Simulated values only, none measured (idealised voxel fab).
Presented below is a process module, voxel self aligned vias.
Cross-section cut: width 275 nm, square cells of 5 nm.
How to read a cross-section here: the picture is a grid of square cells, written as bands going from the top down, and any band can span one or more rows of cells. In this notation a band is specified by the heights of its top and bottom, in that order and in nm, after which its materials appear from left to right, each paired with its width in nm. The word "everywhere" attached to a single material means that material fills the band from edge to edge; the word "air" stands for empty space. Where do heights start? At 0: under that level the wafer as delivered is made of one material only. And the lowest band has no floor; it just carries on downward, as in "0..down". Per-row width for "30->40": begins at first number (top row of band), ends at second number (bottom row), increment between rows held constant. "remained unchanged", as given for a step, is the statement that not any cell of the cross-section underwent a change during that step. Cavities, closed: empty space of 8 cells or more with no open way to the top, each as width x height at its distance from the left edge, in nm. On a step's line, text after the settings is the simulator commenting on that step. "overlay nm" on a masked step: distance the mask lay right of its planned place, negative for left.

**The process steps that were planned are listed below**
1: RECEIVE | material Si
2: CONFORMAL_DEP | material SiO2 | thk nm 15
3: CONFORMAL_DEP | material SiCN | thk nm 5
4: DIRECTIONAL_DEP | material SiO2 | thk nm 25
5: DIRECTIONAL_DEP | material aC | thk nm 15
6: PATTERN | tone open | mask id LINES | material resist | width nm 30 | pitch nm 70 | thk nm 30 | overlay nm 0
7: DIRECTIONAL_ETCH | etch materials aC | depth nm 15
8: STRIP | etch materials resist
9: DIRECTIONAL_ETCH | etch materials SiO2 | depth nm 25
10: STRIP | etch materials aC
11: CONFORMAL_DEP | material TiN | thk nm 5
12: FILL_DEP | material W | thk nm 5
13: CMP | height nm 45
14: SELECTIVE_ETCH | etch materials W Ru TiN | depth nm 10
15: FILL_DEP | material SiN | thk nm 10
16: CMP | height nm 45
17: DIRECTIONAL_DEP | material SiO2 | thk nm 15
18: PATTERN | tone open | mask id VIAS | material resist | width nm 40 | pitch nm 70 | thk nm 15 | overlay nm 0
19: DIRECTIONAL_ETCH | etch materials SiO2 | depth nm 15
20: DIRECTIONAL_ETCH | etch materials SiN | depth nm 10
21: STRIP | etch materials resist
22: CONFORMAL_DEP | material TiN | thk nm 5
23: FILL_DEP | material Cu | thk nm 10
24: CMP | height nm 60
25: CONFORMAL_DEP | material SiCN | thk nm 5
The plan shows the thk nm of step 3 as the first wafer had it; this setting differs between the wafers, which start out alike.

**Here's the first of the wafers in cross-section, just as we got it, i.e. after step 1**
- 0..down  Si everywhere
- Cavities, closed: none

**First of several wafers: cross-section at the end of the module, after step 25, its last step**
- 65..60  SiCN everywhere
- 60..50  SiO2 80  TiN 5  Cu 30  TiN 5  SiO2 30  TiN 5  Cu 30  TiN 5  SiO2 85
- 50..40  SiO2 80->85  TiN 10->5  Cu 20  TiN 10->5  SiO2 30->40  TiN 10->5  Cu 20  TiN 10->5  SiO2 85->90
- 40..35  SiO2 85  TiN 30  SiO2 40  TiN 30  SiO2 90
- 35..25  SiO2 85  TiN 5  W 20  TiN 5  SiO2 40  TiN 5  W 20  TiN 5  SiO2 90
- 25..20  SiO2 85  TiN 30  SiO2 40  TiN 30  SiO2 90
- 20..15  SiCN everywhere
- 15..0  SiO2 everywhere
- 0..down  Si everywhere
- Cavities, closed: none

**Cross-section at module completion, last wafer**
- 65..60  SiCN everywhere
- 60..50  SiO2 80  TiN 5  Cu 30  TiN 5  SiO2 30  TiN 5  Cu 30  TiN 5  SiO2 85
- 50..40  SiO2 80->85  TiN 10->5  Cu 20  TiN 10->5  SiO2 30->40  TiN 10->5  Cu 20  TiN 10->5  SiO2 85->90
- 40..35  SiO2 85  TiN 30  SiO2 40  TiN 30  SiO2 90
- 35..15  SiCN everywhere
- 15..0  SiO2 everywhere
- 0..down  Si everywhere
- Cavities, closed: none

**Where each wafer stands at the end of the module, a row apiece: cells of each material gained (+) or lost (-) since it was received, then closed voids**
thk nm 5 | +40 Cu | +110 SiCN | +497 SiO2 | +52 TiN | +16 W | Cavities, closed: none
thk nm 10 | +40 Cu | +165 SiCN | +454 SiO2 | +48 TiN | +8 W | Cavities, closed: none
thk nm 15 | +40 Cu | +220 SiCN | +411 SiO2 | +44 TiN | Cavities, closed: none
thk nm 20 | +40 Cu | +275 SiCN | +368 SiO2 | +32 TiN | Cavities, closed: none
